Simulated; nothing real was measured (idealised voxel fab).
The document below concerns the process module designated voxel released beams.
Square cell edge 5 nm, section width 200 nm, ID cut.
If you're reading a cross-section in this doc, picture square cells in a grid; it comes to you as bands, top ones listed first down to the bottom, and a band can be one or more rows of cells.
Top, bottom (nm), then materials left to right with widths (nm); lone material tagged "throughout" fills the whole band edge to edge; "empty" = empty space.
It should be noted that heights are counted from 0, beneath which the wafer as supplied is of one material throughout, and that the lowest band possesses no lower boundary but continues downward, as written in "from 0 down".
Width: "30->40" (first number = top row, second number = bottom row, same change from row to row of cells).
"remained the same" means the step left every cell of the cross-section as it was.
"Enclosed cavities" lists enclosed empty spaces (at least 8 cells, no open path upward to the top), each as width x height at distance from the left edge, in nm.
What comes after the settings on a step's line is commentary from the simulator itself on that step.
Among the settings permitted on a step's line is "overlay nm"; applied to a step with a mask, it specifies the extent to which the mask lay to the right of its planned position, whereas a negative figure signifies a position to the left.

### Here's what the planned process steps look like
1: RECEIVE,material Si
2: CONFORMAL_DEP,material SiN,thk nm 5
3: DIRECTIONAL_DEP,material SiO2,thk nm 15
4: DIRECTIONAL_DEP,material aC,thk nm 15
5: PATTERN,tone open,mask id ANCHOR,material resist,width nm 45,thk nm 30,overlay nm 0
6: DIRECTIONAL_ETCH,etch materials aC,depth nm 15
7: STRIP,etch materials resist
8: DIRECTIONAL_ETCH,etch materials SiO2,depth nm 15
9: STRIP,etch materials aC
10: CONFORMAL_DEP,material W,thk nm 15
11: PATTERN,tone cover,mask id BEAM,material resist,width nm 90,thk nm 20,overlay nm 0
12: DIRECTIONAL_ETCH,etch materials W,depth nm 15
13: STRIP,etch materials resist
14: STRIP,etch materials SiO2

### As-received state of the wafer in cross-section, equivalent to post-step 1
	from 0 down  Si throughout
	Enclosed cavities: none

### The following cross-section depicts the wafer upon conclusion of the module. Processing commenced from the starting condition illustrated above and adhered to the plan illustrated above, save for one mistake in execution
	from 35 to 20  empty 50, W 90, empty 60
	from 20 to 15  SiN throughout
	from 15 to 0  SiO2 throughout
	from 0 down  Si throughout
	Enclosed cavities: none
The plan and the run diverged here: steps 2 and 3 were swapped
